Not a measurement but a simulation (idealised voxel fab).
The following is a process module called voxel transistor to metal.
190 nm wide, 5 nm square cells: that's cross-section cut.
Cross-section = grid of square cells, listed top down in bands; band = one or more rows. Per band: top height and bottom height in nm, followed by the left-to-right materials and their widths in nm; "everywhere" marks a single material spanning edge to edge, "blank" marks empty space. Ref level 0: as-received wafer is one material below here. Bottom band extends down with no lower bound ("top 0, no bottom"). When a width is written as two numbers, as in "30 to 40", the first number is the width in the top row of cells of the band and the second is the width in its bottom row, and the width changes by the same amount from each row to the next. Basically "nothing changed" means that step didn't change any cell in the cross-section. Entry "Unvented internal voids" = empty spaces >= 8 cells with no open way to the top; each as width x height at distance, distance from left edge, all nm. It should be noted that, on the line of a given step, the content following the step's settings is a remark produced by the simulator itself with respect to that step. overlay nm: how far to the right of its planned place the mask lay on this masked step (negative: to the left).

## The planned process steps are enumerated hereunder
1,RECEIVE (material Si)
2,OXIDIZE (depth nm 5)
3,CONFORMAL_DEP (material SiN; thk nm 15)
4,MASKED_ETCH (tone cover; mask id ACTIVE; width nm 135; etch materials SiN; depth nm 15; overlay nm 0)
5,MASKED_ETCH (tone cover; mask id ACTIVE; width nm 135; etch materials SiO2; depth nm 5; overlay nm 0)
6,MASKED_ETCH (tone cover; mask id ACTIVE; width nm 135; etch materials Si; depth nm 20; overlay nm -10)
7,FILL_DEP (material SiO2; thk nm 10)
8,CMP (height nm 15)
9,SELECTIVE_ETCH (etch materials SiO2; depth nm 5)
10,STRIP (etch materials SiN)
11,SELECTIVE_ETCH (etch materials SiO2; depth nm 5)
12,OXIDIZE (depth nm 5)
13,DIRECTIONAL_DEP (material polySi; thk nm 30)
14,DIRECTIONAL_DEP (material SiCN; thk nm 10)
15,DIRECTIONAL_DEP (material aC; thk nm 15)
16,PATTERN (tone cover; mask id GATE; material resist; width nm 35; thk nm 30; overlay nm 0)
17,DIRECTIONAL_ETCH (etch materials aC; depth nm 15)
18,STRIP (etch materials resist)
19,DIRECTIONAL_ETCH (etch materials SiCN; depth nm 20)
20,DIRECTIONAL_ETCH (etch materials polySi; depth nm 40)
21,STRIP (etch materials aC)
22,CONFORMAL_DEP (material SiN; thk nm 5)
23,DIRECTIONAL_ETCH (etch materials SiN; depth nm 5)
24,DIRECTIONAL_ETCH (etch materials SiO2; depth nm 5)
25,DIRECTIONAL_ETCH (etch materials Si; depth nm 5)
26,EPI (material nSi; thk nm 5)
27,FILL_DEP (material SiO2; thk nm 10)
28,CMP (height nm 25)
29,STRIP (etch materials polySi)
30,SELECTIVE_ETCH (etch materials SiO2; depth nm 5)
31,CONFORMAL_DEP (material HfO2; thk nm 5)
32,CONFORMAL_DEP (material TiN; thk nm 5)
33,FILL_DEP (material W; thk nm 10)
34,CMP (height nm 20)
35,DIRECTIONAL_DEP (material SiO2; thk nm 15)
36,MASKED_ETCH (tone open; mask id CONTACT; width nm 20; pitch nm 95; etch materials SiO2; depth nm 45; overlay nm 0)
37,CONFORMAL_DEP (material TiN; thk nm 5)
38,FILL_DEP (material W; thk nm 5)
39,CMP (height nm 35)
40,DIRECTIONAL_DEP (material TiN; thk nm 5)
41,DIRECTIONAL_DEP (material W; thk nm 20)
42,MASKED_ETCH (tone cover; mask id METAL_1; width nm 20; pitch nm 95; etch materials W; depth nm 20; overlay nm 0)
43,MASKED_ETCH (tone cover; mask id METAL_1; width nm 20; pitch nm 95; etch materials TiN; depth nm 5; overlay nm 0)
44,FILL_DEP (material lowk; thk nm 10)
45,CMP (height nm 60)
46,CONFORMAL_DEP (material SiCN; thk nm 5)
Be aware that, although all wafers share a common starting state, the overlay nm at step 6 differs among them, and the plan displays the first wafer's value.

## Cross-section, first of several wafers, as delivered after step 1
- top 0, no bottom | Si everywhere
- Unvented internal voids: none

## Here's the first of several wafers in cross-section, end of the module, after the last step, step 46
- top 65, bottom 60 | SiCN everywhere
- top 60, bottom 40 | lowk (35), then W (20), then lowk (75), then W (20), then lowk (40)
- top 40, bottom 35 | lowk (35), then TiN (20), then lowk (75), then TiN (20), then lowk (40)
- top 35, bottom 20 | SiO2 (35), then TiN (5), then W (10), then TiN (5), then SiO2 (75), then TiN (5), then W (10), then TiN (5), then SiO2 (40)
- top 20, bottom 5 | SiO2 (35), then TiN (5), then W (10), then TiN (5), then SiO2 (15), then SiN (5), then HfO2 (5), then TiN (5), then W (15), then TiN (5), then HfO2 (5), then SiN (5), then SiO2 (15), then TiN (5), then W (10), then TiN (5), then SiO2 (40)
- top 5, bottom 0 | SiO2 (20), then SiN (5), then SiO2 (10), then TiN (5), then W (10), then TiN (5), then SiO2 (15), then SiN (5), then HfO2 (5), then TiN (5), then W (15), then TiN (5), then HfO2 (5), then SiN (5), then SiO2 (15), then TiN (5), then W (10), then TiN (5), then SiO2 (10), then SiN (5), then SiO2 (25)
- top 0, bottom -5 | SiO2 (20), then SiN (5), then SiO2 (10), then TiN (5), then W (10), then TiN (5), then SiO2 (15), then SiN (5), then HfO2 (5), then TiN (25), then HfO2 (5), then SiN (5), then SiO2 (15), then TiN (5), then W (10), then TiN (5), then SiO2 (10), then SiN (5), then SiO2 (25)
- top -5, bottom -10 | SiO2 (25), then nSi (5), then SiO2 (5), then TiN (20), then SiO2 (10), then nSi (5), then HfO2 (45), then nSi (5), then SiO2 (10), then TiN (20), then SiO2 (40)
- top -10, bottom -15 | SiO2 (15), then Si (10), then nSi (45), then Si (45), then nSi (45), then SiO2 (30)
- top -15, bottom -25 | SiO2 (15), then Si (145), then SiO2 (30)
- top -25, no bottom | Si everywhere
- Unvented internal voids: none

## Here we cross-sectioned the last of the wafers once the module was done
- top 65, bottom 60 | SiCN everywhere
- top 60, bottom 40 | lowk (35), then W (20), then lowk (75), then W (20), then lowk (40)
- top 40, bottom 35 | lowk (35), then TiN (20), then lowk (75), then TiN (20), then lowk (40)
- top 35, bottom 20 | SiO2 (35), then TiN (5), then W (10), then TiN (5), then SiO2 (75), then TiN (5), then W (10), then TiN (5), then SiO2 (40)
- top 20, bottom 5 | SiO2 (35), then TiN (5), then W (10), then TiN (5), then SiO2 (15), then SiN (5), then HfO2 (5), then TiN (5), then W (15), then TiN (5), then HfO2 (5), then SiN (5), then SiO2 (15), then TiN (5), then W (10), then TiN (5), then SiO2 (40)
- top 5, bottom 0 | SiO2 (20), then SiN (5), then SiO2 (10), then TiN (5), then W (10), then TiN (5), then SiO2 (15), then SiN (5), then HfO2 (5), then TiN (5), then W (15), then TiN (5), then HfO2 (5), then SiN (5), then SiO2 (15), then TiN (5), then W (10), then TiN (5), then SiO2 (10), then SiN (5), then SiO2 (25)
- top 0, bottom -5 | SiO2 (20), then SiN (5), then SiO2 (10), then TiN (5), then W (10), then TiN (5), then SiO2 (15), then SiN (5), then HfO2 (5), then TiN (25), then HfO2 (5), then SiN (5), then SiO2 (15), then TiN (5), then W (10), then TiN (5), then SiO2 (10), then SiN (5), then SiO2 (25)
- top -5, bottom -10 | SiO2 (35), then TiN (20), then SiO2 (10), then nSi (5), then HfO2 (45), then nSi (5), then SiO2 (10), then TiN (20), then SiO2 (5), then nSi (5), then SiO2 (10), then Si (5), then SiO2 (15)
- top -10, bottom -15 | SiO2 (25), then nSi (45), then Si (45), then nSi (45), then Si (15), then SiO2 (15)
- top -15, bottom -25 | SiO2 (25), then Si (150), then SiO2 (15)
- top -25, no bottom | Si everywhere
- Unvented internal voids: none

## The table below has one row for each wafer; a row shows, as of the end of the module, how many cells of each material the wafer has gained, marked (+), or lost, marked (-), since it was received, and then the wafer's closed voids
overlay nm -10, +19 HfO2, -121 Si, +38 SiCN, +14 SiN, +236 SiO2, +61 TiN, +76 W, +150 lowk, +21 nSi, Unvented internal voids: none
overlay nm -5, +19 HfO2, -124 Si, +38 SiCN, +14 SiN, +239 SiO2, +61 TiN, +76 W, +150 lowk, +21 nSi, Unvented internal voids: none
overlay nm 0, +19 HfO2, -127 Si, +38 SiCN, +14 SiN, +243 SiO2, +61 TiN, +76 W, +150 lowk, +20 nSi, Unvented internal voids: none
overlay nm 5, +19 HfO2, -124 Si, +38 SiCN, +14 SiN, +239 SiO2, +61 TiN, +76 W, +150 lowk, +21 nSi, Unvented internal voids: none
overlay nm 10, +19 HfO2, -121 Si, +38 SiCN, +14 SiN, +236 SiO2, +61 TiN, +76 W, +150 lowk, +21 nSi, Unvented internal voids: none
overlay nm 15, +19 HfO2, -117 Si, +38 SiCN, +14 SiN, +232 SiO2, +61 TiN, +76 W, +150 lowk, +21 nSi, Unvented internal voids: none
